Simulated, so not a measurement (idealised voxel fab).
Process module name: voxel wiring stack
We display cut, a cross-section 240 nm in width whose square cells are each 5 nm.
In what follows, cross-sections appear as grids of square cells, described through bands that run from the top down, where every band is one or more rows of cells. Top height, bottom height, nm. Materials left to right, width each, nm. Single material + "full width" = fills band edge to edge. "blank" = empty. Height reference: 0 = level under which incoming wafer is all one material. Lowest band: no bottom, runs on downward, e.g. "0 and below". The two numbers in a width such as "30 to 40" mark its ends across the band: the first belongs to the top row of cells, the second to the bottom row, and from each row to the next the width moves by the same amount. "no modification" for a step: no cell of the cross-section changed in that step. Each empty space that has no open way to the top and spans at least 8 cells appears under "Enclosed void inventory" as width x height at distance, the distance counted from the left edge, all in nm. On a step's line, text after the settings is the simulator commenting on that step. Steps that use a mask can have "overlay nm" on their line. It says how far the mask sat to the right of where it was meant to be. Negative means to the left.

-- This section lists the process steps that were planned
| 1 | RECEIVE [material Si] |
| 2 | CONFORMAL_DEP [material SiO2] [thk nm 15] |
| 3 | CONFORMAL_DEP [material SiN] [thk nm 5] |
| 4 | DIRECTIONAL_DEP [material SiO2] [thk nm 20] |
| 5 | MASKED_ETCH [tone open] [mask id METAL_1] [width nm 30] [pitch nm 50] [etch materials SiO2] [depth nm 20] [overlay nm 0] |
| 6 | MASKED_ETCH [tone open] [mask id METAL_1] [width nm 30] [pitch nm 50] [etch materials SiN] [depth nm 5] [overlay nm 0] |
| 7 | CONFORMAL_DEP [material TiN] [thk nm 5] |
| 8 | FILL_DEP [material Cu] [thk nm 5] |
| 9 | CMP [height nm 40] |
| 10 | CONFORMAL_DEP [material SiCN] [thk nm 5] |
| 11 | DIRECTIONAL_DEP [material SiO2] [thk nm 15] |
| 12 | PATTERN [tone open] [mask id PLUG_1] [material resist] [width nm 15] [pitch nm 50] [thk nm 15] [overlay nm 0] |
| 13 | DIRECTIONAL_ETCH [etch materials SiO2] [depth nm 15] |
| 14 | DIRECTIONAL_ETCH [etch materials SiCN] [depth nm 5] |
| 15 | STRIP [etch materials resist] |
| 16 | CONFORMAL_DEP [material TiN] [thk nm 5] |
| 17 | FILL_DEP [material Ru] [thk nm 5] |
| 18 | CMP [height nm 60] |
| 19 | DIRECTIONAL_DEP [material TiN] [thk nm 5] |
| 20 | DIRECTIONAL_DEP [material Ru] [thk nm 20] |
| 21 | DIRECTIONAL_DEP [material aC] [thk nm 10] |
| 22 | PATTERN [tone cover] [mask id METAL_2] [material resist] [width nm 30] [pitch nm 50] [thk nm 25] [overlay nm 0] |
| 23 | DIRECTIONAL_ETCH [etch materials aC] [depth nm 10] |
| 24 | STRIP [etch materials resist] |
| 25 | DIRECTIONAL_ETCH [etch materials Ru] [depth nm 20] |
| 26 | DIRECTIONAL_ETCH [etch materials TiN] [depth nm 5] |
| 27 | STRIP [etch materials aC] |
| 28 | CONFORMAL_DEP [material SiCN] [thk nm 5] |
| 29 | FILL_DEP [material lowk] [thk nm 5] |
| 30 | CMP [height nm 85] |
| 31 | CONFORMAL_DEP [material SiCN] [thk nm 5] |
| 32 | DIRECTIONAL_DEP [material SiO2] [thk nm 30] |
| 33 | PATTERN [tone open] [mask id METAL_3_HOLES] [material resist] [width nm 15] [pitch nm 100] [thk nm 15] [overlay nm 0] |
| 34 | DIRECTIONAL_ETCH [etch materials SiO2] [depth nm 30] |
| 35 | STRIP [etch materials resist] |
| 36 | PATTERN [tone open] [mask id METAL_3] [material resist] [width nm 30] [pitch nm 50] [thk nm 20] [overlay nm 0] |
| 37 | DIRECTIONAL_ETCH [etch materials SiO2] [depth nm 20] |
| 38 | DIRECTIONAL_ETCH [etch materials SiCN] [depth nm 5] |
| 39 | STRIP [etch materials resist] |
| 40 | CONFORMAL_DEP [material TiN] [thk nm 5] |
| 41 | FILL_DEP [material Cu] [thk nm 10] |
| 42 | CMP [height nm 120] |
| 43 | CONFORMAL_DEP [material SiCN] [thk nm 5] |

-- Cross-section of the wafer as it came to us, i.e., already through step 1
  0 and below  Si full width
  Enclosed void inventory: none

-- Run as planned - first of the two wafers cross-sectioned at the end of the module
  125 down to 120  SiCN full width
  120 down to 105  SiO2=30; TiN=5; Cu=20; TiN=5; SiO2=20; TiN=5; Cu=20; TiN=5; SiO2=20; TiN=5; Cu=20; TiN=5; SiO2=20; TiN=5; Cu=20; TiN=5; SiO2=30
  105 down to 100  SiO2=30; TiN=5; Cu=5; TiN=20; SiO2=20; TiN=30; SiO2=20; TiN=5; Cu=5; TiN=20; SiO2=20; TiN=30; SiO2=30
  100 down to 90  SiO2=30; TiN=5; Cu=5; TiN=5; SiO2=85; TiN=5; Cu=5; TiN=5; SiO2=95
  90 down to 85  SiCN=30; TiN=15; SiCN=85; TiN=15; SiCN=95
  85 down to 65  lowk=25; SiCN=5; Ru=30; SiCN=5; lowk=10; SiCN=5; Ru=30; SiCN=5; lowk=10; SiCN=5; Ru=30; SiCN=5; lowk=10; SiCN=5; Ru=30; SiCN=5; lowk=25
  65 down to 60  SiCN=30; TiN=30; SiCN=20; TiN=30; SiCN=20; TiN=30; SiCN=20; TiN=30; SiCN=30
  60 down to 45  SiO2=30; TiN=5; Ru=5; TiN=5; SiO2=35; TiN=5; Ru=5; TiN=5; SiO2=35; TiN=5; Ru=5; TiN=5; SiO2=35; TiN=5; Ru=5; TiN=5; SiO2=45
  45 down to 40  SiCN=30; TiN=15; SiCN=35; TiN=15; SiCN=35; TiN=15; SiCN=35; TiN=15; SiCN=45
  40 down to 20  SiO2=30; TiN=5; Cu=20; TiN=5; SiO2=20; TiN=5; Cu=20; TiN=5; SiO2=20; TiN=5; Cu=20; TiN=5; SiO2=20; TiN=5; Cu=20; TiN=5; SiO2=30
  20 down to 15  SiN=30; TiN=30; SiN=20; TiN=30; SiN=20; TiN=30; SiN=20; TiN=30; SiN=30
  15 down to 0  SiO2 full width
  0 and below  Si full width
  Enclosed void inventory: none

-- Presented here is a cross-section of the second of the two wafers as it stood at the end of the module. It was started in the same manner and assigned the same plan as the first wafer; however, one mistake was made in its execution
  125 down to 120  SiCN full width
  120 down to 105  SiO2=30; TiN=5; Cu=20; TiN=5; SiO2=20; TiN=5; Cu=20; TiN=5; SiO2=20; TiN=5; Cu=20; TiN=5; SiO2=20; TiN=5; Cu=20; TiN=5; SiO2=30
  105 down to 100  SiO2=30; TiN=5; Cu=5; TiN=20; SiO2=20; TiN=30; SiO2=20; TiN=5; Cu=5; TiN=20; SiO2=20; TiN=30; SiO2=30
  100 down to 90  SiO2=30; TiN=5; Cu=5; TiN=5; SiO2=85; TiN=5; Cu=5; TiN=5; SiO2=95
  90 down to 85  SiCN=30; TiN=15; SiCN=85; TiN=15; SiCN=95
  85 down to 65  lowk=25; SiCN=5; Ru=30; SiCN=5; lowk=10; SiCN=5; Ru=30; SiCN=5; lowk=10; SiCN=5; Ru=30; SiCN=5; lowk=10; SiCN=5; Ru=30; SiCN=5; lowk=25
  65 down to 60  SiCN=30; TiN=30; SiCN=20; TiN=30; SiCN=20; TiN=30; SiCN=20; TiN=30; SiCN=30
  60 down to 45  SiO2=30; TiN=5; Ru=5; TiN=5; SiO2=35; TiN=5; Ru=5; TiN=5; SiO2=35; TiN=5; Ru=5; TiN=5; SiO2=35; TiN=5; Ru=5; TiN=5; SiO2=45
  45 down to 40  SiCN=30; TiN=15; SiCN=35; TiN=15; SiCN=35; TiN=15; SiCN=35; TiN=15; SiCN=45
  40 down to 35  SiO2=30; TiN=5; Cu=20; TiN=5; SiO2=20; TiN=5; Cu=20; TiN=5; SiO2=20; TiN=5; Cu=20; TiN=5; SiO2=20; TiN=5; Cu=20; TiN=5; SiO2=30
  35 down to 30  SiN=30; TiN=30; SiN=20; TiN=30; SiN=20; TiN=30; SiN=20; TiN=30; SiN=30
  30 down to 0  SiO2 full width
  0 and below  Si full width
  Enclosed void inventory: none
Processing error: in the plan, step 2 was performed twice
Heads up, by the end the second wafer has more or fewer cells of some materials compared to the first: -48 Cu | +72 SiO2 | -24 TiN
